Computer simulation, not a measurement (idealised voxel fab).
process module | voxel wiring stack
cross-section cut | 275 nm wide | cells 5 nm
A cross-section is a grid of square cells, given in bands from the top down. A band is one or more rows of cells.
Each band's line starts with the height of the band's top and of its bottom, in nm. Then come its materials from left to right, each with its width in nm. One material with "throughout" fills the band from edge to edge. "air" is empty space.
Height 0 is the level under which the wafer as received is all one material. The lowest band goes on downwards, as in "0 down".
A width such as "30 to 40" changes by the same amount from each row of cells to the next, from the band's top row to its bottom row.
"no change" after a step means that no cell of the cross-section changed.
closed voids: empty space of 8 cells or more with no open way to the top, each as width x height at its distance from the left edge, in nm
after a step's settings: what the simulator itself notes on the step
overlay nm, on a step with a mask: how far to the right of its planned place the mask lay; to the left if negative
plan
1 op RECEIVE | material Si
2 op CONFORMAL_DEP | material SiO2 | thk nm 15
3 op CONFORMAL_DEP | material SiCN | thk nm 5
4 op DIRECTIONAL_DEP | material SiO2 | thk nm 20
5 op DIRECTIONAL_DEP | material aC | thk nm 15
6 op PATTERN | tone open | mask id METAL_1 | material resist | width nm 30 | pitch nm 45 | thk nm 30 | overlay nm 0
7 op DIRECTIONAL_ETCH | etch materials aC | depth nm 15
8 op STRIP | etch materials resist
9 op DIRECTIONAL_ETCH | etch materials SiO2 | depth nm 20
10 op DIRECTIONAL_ETCH | etch materials SiCN | depth nm 5
11 op STRIP | etch materials aC
12 op CONFORMAL_DEP | material TiN | thk nm 5
13 op FILL_DEP | material Cu | thk nm 5
14 op CMP | height nm 40
15 op CONFORMAL_DEP | material SiCN | thk nm 5
16 op DIRECTIONAL_DEP | material lowk | thk nm 30
17 op PATTERN | tone open | mask id METAL_2 | material resist | width nm 30 | pitch nm 45 | thk nm 15 | overlay nm 0
18 op DIRECTIONAL_ETCH | etch materials lowk | depth nm 15
19 op STRIP | etch materials resist
20 op PATTERN | tone open | mask id METAL_2_HOLES | material resist | width nm 15 | pitch nm 90 | thk nm 20 | overlay nm 0
21 op DIRECTIONAL_ETCH | etch materials lowk | depth nm 15
22 op DIRECTIONAL_ETCH | etch materials SiCN | depth nm 5
23 op STRIP | etch materials resist
24 op CONFORMAL_DEP | material TiN | thk nm 5
25 op FILL_DEP | material Cu | thk nm 5
26 op CMP | height nm 75
27 op CONFORMAL_DEP | material SiCN | thk nm 5
28 op DIRECTIONAL_DEP | material lowk | thk nm 25
29 op DIRECTIONAL_DEP | material aC | thk nm 15
30 op PATTERN | tone open | mask id METAL_3 | material resist | width nm 30 | pitch nm 45 | thk nm 30 | overlay nm 0
31 op DIRECTIONAL_ETCH | etch materials aC | depth nm 15
32 op STRIP | etch materials resist
33 op DIRECTIONAL_ETCH | etch materials lowk | depth nm 15
34 op STRIP | etch materials aC
35 op DIRECTIONAL_DEP | material aC | thk nm 10
36 op PATTERN | tone open | mask id METAL_3_HOLES | material resist | width nm 15 | pitch nm 90 | thk nm 25 | overlay nm 0
37 op DIRECTIONAL_ETCH | etch materials aC | depth nm 10
38 op STRIP | etch materials resist
39 op DIRECTIONAL_ETCH | etch materials lowk | depth nm 10
40 op DIRECTIONAL_ETCH | etch materials SiCN | depth nm 5
41 op STRIP | etch materials aC
42 op CONFORMAL_DEP | material TiN | thk nm 5
43 op FILL_DEP | material Cu | thk nm 5
44 op CMP | height nm 105
45 op CONFORMAL_DEP | material SiCN | thk nm 5
as received, after step 1
  0 down: Si throughout
  closed voids: none
a wafer at the end: this start, this plan, one mistake
  120 to 105: SiCN throughout
  105 to 95: lowk 75 | TiN 5 | Cu 20 | TiN 5 | lowk 15 | TiN 5 | Cu 20 | TiN 5 | lowk 15 | TiN 5 | Cu 20 | TiN 5 | lowk 80
  95 to 90: lowk 75 | TiN 5 | Cu 5 | TiN 20 | lowk 15 | TiN 30 | lowk 15 | TiN 5 | Cu 5 | TiN 20 | lowk 80
  90 to 80: lowk 75 | TiN 5 | Cu 5 | TiN 5 | lowk 75 | TiN 5 | Cu 5 | TiN 5 | lowk 95
  80 to 75: SiCN 75 | TiN 15 | SiCN 75 | TiN 15 | SiCN 95
  75 to 65: lowk 75 | TiN 5 | Cu 20 | TiN 5 | lowk 15 | TiN 5 | Cu 20 | TiN 5 | lowk 15 | TiN 5 | Cu 20 | TiN 5 | lowk 80
  65 to 60: lowk 75 | TiN 5 | Cu 5 | TiN 20 | lowk 15 | TiN 30 | lowk 15 | TiN 5 | Cu 5 | TiN 20 | lowk 80
  60 to 45: lowk 75 | TiN 5 | Cu 5 | TiN 5 | lowk 75 | TiN 5 | Cu 5 | TiN 5 | lowk 95
  45 to 40: SiCN 75 | TiN 15 | SiCN 75 | TiN 15 | SiCN 95
  40 to 20: SiO2 75 | TiN 5 | Cu 20 | TiN 5 | SiO2 15 | TiN 5 | Cu 20 | TiN 5 | SiO2 15 | TiN 5 | Cu 20 | TiN 5 | SiO2 80
  20 to 15: SiCN 75 | TiN 30 | SiCN 15 | TiN 30 | SiCN 15 | TiN 30 | SiCN 80
  15 to 0: SiO2 throughout
  0 down: Si throughout
  closed voids: none
what went wrong: step 45 ran as: op CONFORMAL_DEP | material SiCN | thk nm 15
